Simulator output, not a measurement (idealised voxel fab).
Presented below is a process module, voxel capacitor over wiring.
Displayed cross-section: cut, width of 145 nm, square cells sized 5 nm.
Think of the cross-section as a grid of square cells. We describe it in bands, top to bottom, and each band covers one or more rows of those cells. A band entry consists of two parts. The first gives the height of the band's top and the height of its bottom, in nm. The rest lists the band's materials from left to right, each with its width in nm. A single material labelled with the word "edge to edge" fills the band from edge to edge, and the word "air" marks empty space. Heights are expressed relative to 0, this being the level below which the as-received wafer comprises one material exclusively. The lowest band is unbounded in the downward direction and is denoted as in "0 nm and below". The expression "30 to 40" gives the width at the extremes of the band, the first number at its top row of cells and the second at its bottom row, with the width changing by equal amounts from each row to the next in between. Basically "remained the same" means that step didn't change any cell in the cross-section. The label "Closed voids list" introduces a list of the empty spaces, 8 cells or larger, that have no open way up to the top; each entry in it reads width x height at distance, where the distance is taken from the left edge and all three are stated in nm. On a step's line, text after the settings is the simulator commenting on that step. Steps that use a mask can have "overlay nm" on their line. It says how far the mask sat to the right of where it was meant to be. Negative means to the left.
Steps planned for the process:
1 RECEIVE,material Si
2 CONFORMAL_DEP,material SiO2,thk nm 15
3 DIRECTIONAL_DEP,material TiN,thk nm 5
4 DIRECTIONAL_DEP,material Ru,thk nm 15
5 PATTERN,tone cover,mask id METAL_1,material resist,width nm 25,pitch nm 75,thk nm 20,overlay nm 0
6 DIRECTIONAL_ETCH,etch materials Ru,depth nm 15
7 DIRECTIONAL_ETCH,etch materials TiN,depth nm 5
8 STRIP,etch materials resist
9 FILL_DEP,material SiO2,thk nm 10
10 CMP,height nm 35
11 CONFORMAL_DEP,material SiCN,thk nm 5
12 DIRECTIONAL_DEP,material SiO2,thk nm 10
13 DIRECTIONAL_DEP,material aC,thk nm 15
14 PATTERN,tone open,mask id PLUG_1,material resist,width nm 15,thk nm 30,overlay nm 0
15 DIRECTIONAL_ETCH,etch materials aC,depth nm 15
16 STRIP,etch materials resist
17 DIRECTIONAL_ETCH,etch materials SiO2,depth nm 10
18 DIRECTIONAL_ETCH,etch materials SiCN,depth nm 5
19 STRIP,etch materials aC
20 CONFORMAL_DEP,material TiN,thk nm 5
21 FILL_DEP,material W,thk nm 5
22 CMP,height nm 50
23 DIRECTIONAL_DEP,material TiN,thk nm 5
24 DIRECTIONAL_DEP,material Al2O3,thk nm 5
25 DIRECTIONAL_DEP,material TiN,thk nm 10
26 DIRECTIONAL_DEP,material aC,thk nm 10
27 PATTERN,tone cover,mask id UPPER_PLATE,material resist,width nm 55,thk nm 25,overlay nm 0
28 DIRECTIONAL_ETCH,etch materials aC,depth nm 10
29 STRIP,etch materials resist
30 DIRECTIONAL_ETCH,etch materials TiN,depth nm 10
31 DIRECTIONAL_ETCH,etch materials Al2O3,depth nm 5
32 STRIP,etch materials aC
33 PATTERN,tone cover,mask id LOWER_PLATE,material resist,width nm 65,thk nm 15,overlay nm 0
34 DIRECTIONAL_ETCH,etch materials TiN,depth nm 5
35 STRIP,etch materials resist
36 FILL_DEP,material SiO2,thk nm 20
37 CMP,height nm 85
38 PATTERN,tone open,mask id PLUG_2,material resist,width nm 15,thk nm 20,overlay nm 0
39 DIRECTIONAL_ETCH,etch materials SiO2,depth nm 15
40 STRIP,etch materials resist
41 CONFORMAL_DEP,material TiN,thk nm 5
42 FILL_DEP,material Ru,thk nm 5
43 CMP,height nm 85
44 CONFORMAL_DEP,material SiN,thk nm 5
Received-state cross-section, reflecting completion of step 1:
- 0 nm and below: Si edge to edge
- Closed voids list: none
Starting structure and process plan are as shown above, but one mistake was made in running the module; the wafer cross-section at the end of the module follows:
- 90 nm to 85 nm: SiN edge to edge
- 85 nm to 75 nm: SiO2=40, TiN=5, Ru=5, TiN=5, SiO2=90
- 75 nm to 70 nm: SiO2=40, TiN=15, SiO2=90
- 70 nm to 65 nm: SiO2 edge to edge
- 65 nm to 60 nm: SiO2=30, TiN=55, SiO2=60
- 60 nm to 55 nm: SiO2=30, Al2O3=55, SiO2=60
- 55 nm to 50 nm: TiN=25, SiO2=5, TiN=55, SiO2=5, TiN=55
- 50 nm to 40 nm: SiO2=30, TiN=5, W=5, TiN=5, SiO2=100
- 40 nm to 35 nm: SiCN=30, TiN=15, SiCN=100
- 35 nm to 20 nm: SiO2=20, Ru=25, SiO2=50, Ru=25, SiO2=25
- 20 nm to 15 nm: SiO2=20, TiN=25, SiO2=50, TiN=25, SiO2=25
- 15 nm to 0 nm: SiO2 edge to edge
- 0 nm and below: Si edge to edge
- Closed voids list: none
Want to know what went wrong? in deviation from the planned setting, step 33 was conducted as PATTERN,tone open,mask id LOWER_PLATE,material resist,width nm 65,thk nm 15,overlay nm 0
